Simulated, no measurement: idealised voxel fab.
Module name: voxel self aligned contacts (process module)
FYI the section here is cut, 145 nm wide, cells are 5 nm squares.
This document writes a cross-section as a grid whose cells are square, and gives it as bands, listed from the top down; one or more rows of cells form a band.
It is stipulated that each band's entry specify, in nanometres, the height of the top of the band and then that of its bottom, followed by the materials of the band in left-to-right sequence, each together with its width in nanometres. A single material marked by the word "edge to edge" is understood to fill the band from edge to edge; the word "air" is understood to denote empty space.
For the purposes of this specification, 0 denotes the height below which the wafer in its as-received condition is composed wholly of one material, and the lowermost band, lacking a lower limit, extends downward without end, as expressed in "0 -> down".
It should be noted that a width expressed as "30->40" varies in equal increments from row to row of cells within the band, taking the value of the first number at the top row and that of the second number at the bottom row.
A step reported as "same as before" is a step in which no cell of the cross-section changed.
Trapped void list: empty space of 8 cells or more with no open way to the top, each as width x height at its distance from the left edge, in nm
Whatever follows a step's settings on its line is a remark the simulator itself makes about that step.
overlay nm: where the mask lay relative to plan, measured to the right, on steps with a mask; negatives go left.
THIS SECTION LISTS THE PROCESS STEPS THAT WERE PLANNED
1. RECEIVE (material Si)
2. OXIDIZE (depth nm 5)
3. DIRECTIONAL_DEP (material polySi; thk nm 30)
4. DIRECTIONAL_DEP (material SiN; thk nm 20)
5. PATTERN (tone cover; mask id GATE; material resist; width nm 30; pitch nm 75; thk nm 15; overlay nm 0)
6. DIRECTIONAL_ETCH (etch materials SiN; depth nm 20)
7. DIRECTIONAL_ETCH (etch materials polySi; depth nm 30)
8. STRIP (etch materials resist)
9. CONFORMAL_DEP (material SiN; thk nm 10)
10. DIRECTIONAL_ETCH (etch materials SiN; depth nm 10)
11. FILL_DEP (material SiO2; thk nm 15)
12. CMP (height nm 55)
13. MASKED_ETCH (tone open; mask id CONTACT; width nm 45; etch materials SiO2; depth nm 60; overlay nm 0)
14. CONFORMAL_DEP (material TiN; thk nm 5)
15. FILL_DEP (material Ru; thk nm 10)
16. CMP (height nm 55)
17. CONFORMAL_DEP (material SiN; thk nm 5)
Wafers differ in width nm at step 13; plan lists the first wafer's value; identical starting state.
CROSS-SECTION: THE FIRST OF SEVERAL WAFERS IN ITS AS-RECEIVED STATE, I.E. FOLLOWING STEP 1
    0 -> down | Si edge to edge
    Trapped void list: none
MODULE END STATE AFTER FINAL STEP 17: CROSS-SECTION OF THE FIRST OF SEVERAL WAFERS
    60 -> 55 | SiN edge to edge
    55 -> 50 | SiO2: 50 | TiN: 15 | Ru: 15 | TiN: 15 | SiO2: 50
    50 -> 30 | SiO2: 10 | SiN: 50 | TiN: 5 | Ru: 15 | TiN: 5 | SiN: 50 | SiO2: 10
    30 -> 0 | SiO2: 10 | SiN: 10 | polySi: 30 | SiN: 10 | TiN: 5 | Ru: 15 | TiN: 5 | SiN: 10 | polySi: 30 | SiN: 10 | SiO2: 10
    0 -> -5 | SiO2: 60 | TiN: 25 | SiO2: 60
    -5 -> down | Si edge to edge
    Trapped void list: none
SHOWING THE LAST WAFER IN CROSS-SECTION AT THE END OF THE MODULE
    60 -> 55 | SiN edge to edge
    55 -> 50 | SiO2: 40 | TiN: 25 | Ru: 15 | TiN: 30 | SiO2: 35
    50 -> 30 | SiO2: 10 | SiN: 50 | TiN: 5 | Ru: 15 | TiN: 5 | SiN: 50 | SiO2: 10
    30 -> 0 | SiO2: 10 | SiN: 10 | polySi: 30 | SiN: 10 | TiN: 5 | Ru: 15 | TiN: 5 | SiN: 10 | polySi: 30 | SiN: 10 | SiO2: 10
    0 -> -5 | SiO2: 60 | TiN: 25 | SiO2: 60
    -5 -> down | Si edge to edge
    Trapped void list: none
BELOW IS A PER-WAFER TABLE. IN IT, EACH ROW DESCRIBES THE WAFER AT THE END OF THE MODULE BY GIVING, FOR EACH MATERIAL, THE NUMBER OF CELLS GAINED (+) OR LOST (-) SINCE THE WAFER WAS RECEIVED, AND AFTER THAT THE CLOSED VOIDS OF THE WAFER
width nm 45; +33 Ru; -29 Si; +157 SiN; +84 SiO2; +31 TiN; +72 polySi; Trapped void list: none
width nm 50; +33 Ru; -29 Si; +157 SiN; +83 SiO2; +32 TiN; +72 polySi; Trapped void list: none
width nm 55; +33 Ru; -29 Si; +157 SiN; +82 SiO2; +33 TiN; +72 polySi; Trapped void list: none
width nm 60; +33 Ru; -29 Si; +157 SiN; +81 SiO2; +34 TiN; +72 polySi; Trapped void list: none
width nm 65; +33 Ru; -29 Si; +157 SiN; +80 SiO2; +35 TiN; +72 polySi; Trapped void list: none
width nm 70; +33 Ru; -29 Si; +157 SiN; +79 SiO2; +36 TiN; +72 polySi; Trapped void list: none
